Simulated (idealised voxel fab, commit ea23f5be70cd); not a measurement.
Documented hereafter: the process module known as voxel capacitor over wiring.
It is cross-section cut that appears here, measuring 265 nm in width, its square cells being 5 nm in size.
Cross-section spec: square-cell grid; bands listed top down; each band is one or more rows. Band entry format. Leading values: height of top, height of bottom, nm. Remainder: materials in left-to-right order, each with its width in nm. Special words: "throughout" on a single material, which then fills the band edge to edge; "blank", empty space. Heights are measured from 0, the level below which the as-received wafer is all one material; the lowest band has no bottom and continues downward, written as in "from 0 down". Width "30->40": first value at the band's top row of cells, second value at its bottom row, equal change from row to row. For the purposes of this document, the phrase "nothing altered" attached to a step denotes that no cell within the cross-section was modified by that step. Empty spaces without an open route to the top, at least 8 cells in extent, make up the entry "Enclosed voids"; each is given as width x height at distance, where the distance is measured from the left edge, and all are in nm. What comes after the settings on a step's line is commentary from the simulator itself on that step. "overlay nm" answers the question of how far to the right of plan the mask lay on a step that has a mask, and when it is negative the answer is to the left.
[Steps in the process plan]
1 op RECEIVE | material Si
2 op CONFORMAL_DEP | material SiO2 | thk nm 15
3 op CONFORMAL_DEP | material SiN | thk nm 5
4 op DIRECTIONAL_DEP | material lowk | thk nm 25
5 op PATTERN | tone open | mask id METAL_1 | material resist | width nm 30 | pitch nm 85 | thk nm 15 | overlay nm 0
6 op DIRECTIONAL_ETCH | etch materials lowk | depth nm 25
7 op DIRECTIONAL_ETCH | etch materials SiN | depth nm 5
8 op STRIP | etch materials resist
9 op CONFORMAL_DEP | material TiN | thk nm 5
10 op FILL_DEP | material W | thk nm 10
11 op CMP | height nm 45
12 op EPI | material Ru | thk nm 5
13 op FILL_DEP | material SiCN | thk nm 5
14 op DIRECTIONAL_DEP | material lowk | thk nm 20
15 op MASKED_ETCH | tone open | mask id PLUG_1 | width nm 15 | etch materials lowk | depth nm 20 | overlay nm 0
16 op MASKED_ETCH | tone open | mask id PLUG_1 | width nm 15 | etch materials SiCN | depth nm 5 | overlay nm 0
17 op CONFORMAL_DEP | material TiN | thk nm 5
18 op FILL_DEP | material Cu | thk nm 5
19 op CMP | height nm 75
20 op DIRECTIONAL_DEP | material TiN | thk nm 10
21 op DIRECTIONAL_DEP | material HfO2 | thk nm 5
22 op DIRECTIONAL_DEP | material TiN | thk nm 5
23 op DIRECTIONAL_DEP | material aC | thk nm 15
24 op PATTERN | tone cover | mask id UPPER_PLATE | material resist | width nm 60 | thk nm 35 | overlay nm 0
25 op DIRECTIONAL_ETCH | etch materials aC | depth nm 15
26 op STRIP | etch materials resist
27 op DIRECTIONAL_ETCH | etch materials TiN | depth nm 5
28 op DIRECTIONAL_ETCH | etch materials HfO2 | depth nm 5
29 op STRIP | etch materials aC
30 op MASKED_ETCH | tone cover | mask id LOWER_PLATE | width nm 70 | etch materials TiN | depth nm 10 | overlay nm 0
31 op FILL_DEP | material SiO2 | thk nm 15
32 op CMP | height nm 105
33 op PATTERN | tone open | mask id PLUG_2 | material resist | width nm 15 | thk nm 15 | overlay nm 0
34 op DIRECTIONAL_ETCH | etch materials SiO2 | depth nm 10
35 op STRIP | etch materials resist
36 op CONFORMAL_DEP | material TiN | thk nm 5
37 op FILL_DEP | material Ru | thk nm 5
38 op CMP | height nm 105
39 op CONFORMAL_DEP | material SiCN | thk nm 5
[Shown in cross-section is the wafer as received, that is, as it stands after step 1]
- from 0 down: Si throughout
- Enclosed voids: none
[End-of-module cross-section. Starting structure and process plan as above; one mistake made in running it]
- from 110 to 105: SiCN throughout
- from 105 to 100: SiO2 (100), then TiN (5), then Ru (5), then TiN (5), then SiO2 (150)
- from 100 to 95: SiO2 (100), then TiN (15), then SiO2 (150)
- from 95 to 90: SiO2 throughout
- from 90 to 85: SiO2 (90), then HfO2 (60), then SiO2 (115)
- from 85 to 75: TiN (85), then SiO2 (5), then TiN (60), then SiO2 (5), then TiN (110)
- from 75 to 55: lowk (90), then TiN (5), then Cu (5), then TiN (5), then lowk (160)
- from 55 to 50: SiCN (90), then TiN (15), then SiCN (160)
- from 50 to 45: SiCN (70), then Ru (40), then SiCN (45), then Ru (40), then SiCN (70)
- from 45 to 20: lowk (75), then TiN (5), then W (20), then TiN (5), then lowk (55), then TiN (5), then W (20), then TiN (5), then lowk (75)
- from 20 to 15: SiN (75), then TiN (30), then SiN (55), then TiN (30), then SiN (75)
- from 15 to 0: SiO2 throughout
- from 0 down: Si throughout
- Enclosed voids: none
It is concluded that the wafer was processed incorrectly with respect to the plan, in that step 30 did not happen as planned, as run it was op MASKED_ETCH | tone open | mask id LOWER_PLATE | width nm 70 | etch materials TiN | depth nm 10 | overlay nm 0
